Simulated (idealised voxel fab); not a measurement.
process module | voxel transistor to metal
cross-section cut | 290 nm wide | cells 5 nm
A cross-section is a grid of square cells, given in bands from the top down. A band is one or more rows of cells.
Each band's line starts with the height of the band's top and of its bottom, in nm. Then come its materials from left to right, each with its width in nm. One material with "throughout" fills the band from edge to edge. "air" is empty space.
Height 0 is the level under which the wafer as received is all one material. The lowest band goes on downwards, as in "0 down".
A width such as "30 to 40" changes by the same amount from each row of cells to the next, from the band's top row to its bottom row.
"no change" after a step means that no cell of the cross-section changed.
closed voids: empty space of 8 cells or more with no open way to the top, each as width x height at its distance from the left edge, in nm
after a step's settings: what the simulator itself notes on the step
overlay nm, on a step with a mask: how far to the right of its planned place the mask lay; to the left if negative
plan
1 op RECEIVE | material Si
2 op OXIDIZE | depth nm 5
3 op CONFORMAL_DEP | material SiN | thk nm 15
4 op DIRECTIONAL_DEP | material aC | thk nm 10
5 op PATTERN | tone cover | mask id ACTIVE | material resist | width nm 115 | pitch nm 145 | thk nm 25 | overlay nm 0
6 op DIRECTIONAL_ETCH | etch materials aC | depth nm 10
7 op STRIP | etch materials resist
8 op DIRECTIONAL_ETCH | etch materials SiN | depth nm 15
9 op DIRECTIONAL_ETCH | etch materials SiO2 | depth nm 5
10 op DIRECTIONAL_ETCH | etch materials Si | depth nm 35
11 op STRIP | etch materials aC
12 op FILL_DEP | material SiO2 | thk nm 15
13 op CMP | height nm 15
14 op SELECTIVE_ETCH | etch materials SiO2 | depth nm 10
15 op STRIP | etch materials SiN
16 op SELECTIVE_ETCH | etch materials SiO2 | depth nm 5
17 op OXIDIZE | depth nm 5
18 op DIRECTIONAL_DEP | material polySi | thk nm 20
19 op DIRECTIONAL_DEP | material SiCN | thk nm 10
20 op DIRECTIONAL_DEP | material aC | thk nm 15
21 op PATTERN | tone cover | mask id GATE | material resist | width nm 35 | pitch nm 145 | thk nm 30 | overlay nm 0
22 op DIRECTIONAL_ETCH | etch materials aC | depth nm 15
23 op STRIP | etch materials resist
24 op DIRECTIONAL_ETCH | etch materials SiCN | depth nm 20
25 op DIRECTIONAL_ETCH | etch materials polySi | depth nm 30
26 op STRIP | etch materials aC
27 op CONFORMAL_DEP | material SiO2 | thk nm 5
28 op DIRECTIONAL_ETCH | etch materials SiO2 | depth nm 5
29 op CONFORMAL_DEP | material SiN | thk nm 5
30 op DIRECTIONAL_ETCH | etch materials SiN | depth nm 5
31 op DIRECTIONAL_ETCH | etch materials SiO2 | depth nm 5
32 op DIRECTIONAL_ETCH | etch materials Si | depth nm 10
33 op EPI | material SiGe | thk nm 5
34 op FILL_DEP | material SiO2 | thk nm 10
35 op CMP | height nm 15
36 op STRIP | etch materials polySi
37 op SELECTIVE_ETCH | etch materials SiO2 | depth nm 5
38 op CONFORMAL_DEP | material HfO2 | thk nm 5
39 op CONFORMAL_DEP | material TiN | thk nm 5
40 op FILL_DEP | material W | thk nm 5
41 op CMP | height nm 10
42 op DIRECTIONAL_DEP | material SiO2 | thk nm 10
43 op PATTERN | tone open | mask id CONTACT | material resist | width nm 20 | thk nm 20 | overlay nm 0
44 op DIRECTIONAL_ETCH | etch materials SiO2 | depth nm 30
45 op STRIP | etch materials resist
46 op CONFORMAL_DEP | material TiN | thk nm 5
47 op FILL_DEP | material Ru | thk nm 10
48 op CMP | height nm 20
49 op DIRECTIONAL_DEP | material TiN | thk nm 5
50 op DIRECTIONAL_DEP | material W | thk nm 25
51 op PATTERN | tone cover | mask id METAL_1 | material resist | width nm 20 | thk nm 15 | overlay nm 0
52 op DIRECTIONAL_ETCH | etch materials W | depth nm 25
53 op DIRECTIONAL_ETCH | etch materials TiN | depth nm 5
54 op STRIP | etch materials resist
55 op FILL_DEP | material lowk | thk nm 10
56 op CMP | height nm 50
57 op CONFORMAL_DEP | material SiCN | thk nm 5
58 op DIRECTIONAL_DEP | material SiO2 | thk nm 30
59 op MASKED_ETCH | tone open | mask id METAL_2 | width nm 20 | pitch nm 145 | etch materials SiO2 | depth nm 15 | overlay nm 0
60 op MASKED_ETCH | tone open | mask id METAL_2_HOLES | width nm 15 | pitch nm 145 | etch materials SiO2 | depth nm 15 | overlay nm 0
61 op MASKED_ETCH | tone open | mask id METAL_2_HOLES | width nm 15 | pitch nm 145 | etch materials SiCN | depth nm 5 | overlay nm 0
62 op CONFORMAL_DEP | material TiN | thk nm 5
63 op FILL_DEP | material Cu | thk nm 10
64 op CMP | height nm 85
65 op CONFORMAL_DEP | material SiN | thk nm 5
varied across the wafers: thk nm of step 33. The plan shows the first wafer's value. All wafers start alike
first wafer as received, after step 1
  0 down: Si throughout
  closed voids: none
each wafer at the end: cells of each material gained (+) or lost (-) since it was received, then its closed voids
thk nm 5 | +16 Cu | +30 HfO2 | +36 Ru | -228 Si | +52 SiCN | +36 SiGe | +74 SiN | +550 SiO2 | +126 TiN | +100 W | +252 lowk | closed voids: none
thk nm 10 | +16 Cu | +30 HfO2 | +24 Ru | -228 Si | +52 SiCN | +72 SiGe | +74 SiN | +534 SiO2 | +118 TiN | +100 W | +252 lowk | closed voids: none
thk nm 15 | +16 Cu | +30 HfO2 | +16 Ru | -228 Si | +52 SiCN | +104 SiGe | +74 SiN | +526 SiO2 | +102 TiN | +100 W | +252 lowk | closed voids: none
thk nm 20 | +16 Cu | +30 HfO2 | +8 Ru | -228 Si | +52 SiCN | +140 SiGe | +74 SiN | +506 SiO2 | +94 TiN | +100 W | +252 lowk | closed voids: none
thk nm 25 | +16 Cu | +30 HfO2 | +8 Ru | -228 Si | +52 SiCN | +152 SiGe | +74 SiN | +494 SiO2 | +94 TiN | +100 W | +252 lowk | closed voids: none
